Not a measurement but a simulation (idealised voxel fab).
process module | voxel self aligned contacts
cross-section cut | 195 nm wide | cells 5 nm
A cross-section is a grid of square cells, given in bands from the top down. A band is one or more rows of cells.
Each band's line starts with the height of the band's top and of its bottom, in nm. Then come its materials from left to right, each with its width in nm. One material with "throughout" fills the band from edge to edge. "air" is empty space.
Height 0 is the level under which the wafer as received is all one material. The lowest band goes on downwards, as in "0 down".
A width such as "30 to 40" changes by the same amount from each row of cells to the next, from the band's top row to its bottom row.
"no change" after a step means that no cell of the cross-section changed.
closed voids: empty space of 8 cells or more with no open way to the top, each as width x height at its distance from the left edge, in nm
after a step's settings: what the simulator itself notes on the step
overlay nm, on a step with a mask: how far to the right of its planned place the mask lay; to the left if negative
plan
1 op RECEIVE | material Si
2 op OXIDIZE | depth nm 5
3 op DIRECTIONAL_DEP | material polySi | thk nm 30
4 op DIRECTIONAL_DEP | material SiN | thk nm 25
5 op PATTERN | tone cover | mask id GATE | material resist | width nm 30 | pitch nm 75 | thk nm 15 | overlay nm 0
6 op DIRECTIONAL_ETCH | etch materials SiN | depth nm 25
7 op DIRECTIONAL_ETCH | etch materials polySi | depth nm 30
8 op STRIP | etch materials resist
9 op CONFORMAL_DEP | material SiN | thk nm 10
10 op DIRECTIONAL_ETCH | etch materials SiN | depth nm 10
11 op FILL_DEP | material SiO2 | thk nm 20
12 op CMP | height nm 65
13 op MASKED_ETCH | tone open | mask id CONTACT | width nm 55 | etch materials SiO2 | depth nm 70 | overlay nm 0
14 op CONFORMAL_DEP | material TiN | thk nm 5
15 op FILL_DEP | material W | thk nm 5
16 op CMP | height nm 65
17 op CONFORMAL_DEP | material SiCN | thk nm 5
as received, after step 1
  0 down: Si throughout
  closed voids: none
first wafer at the end, as planned
  70 to 65: SiCN throughout
  65 to 55: SiO2 70 | TiN 5 to 20 | W 45 to 15 | TiN 5 to 20 | SiO2 70
  55 to 30: SiO2 35 | SiN 50 | TiN 5 | W 15 | TiN 5 | SiN 50 | SiO2 35
  30 to 0: SiO2 35 | SiN 10 | polySi 30 | SiN 10 | TiN 5 | W 15 | TiN 5 | SiN 10 | polySi 30 | SiN 10 | SiO2 35
  0 to -5: SiO2 85 | TiN 25 | SiO2 85
  -5 down: Si throughout
  closed voids: none
second wafer at the end: like start, like plan, one mistake
  70 to 65: SiCN throughout
  65 to 55: SiO2 80 | TiN 5 to 10 | W 45 to 15 | TiN 5 to 30 | SiO2 60
  55 to 30: SiO2 35 | SiN 50 | TiN 5 | W 15 | TiN 5 | SiN 50 | SiO2 35
  30 to 0: SiO2 35 | SiN 10 | polySi 30 | SiN 10 | TiN 5 | W 15 | TiN 5 | SiN 10 | polySi 30 | SiN 10 | SiO2 35
  0 to -5: SiO2 85 | TiN 25 | SiO2 85
  -5 down: Si throughout
  closed voids: none
what went wrong: step 13 ran as: op MASKED_ETCH | tone open | mask id CONTACT | width nm 55 | etch materials SiO2 | depth nm 70 | overlay nm 10
at the end the second wafer has, in cells: as many of each material as the first, in other places
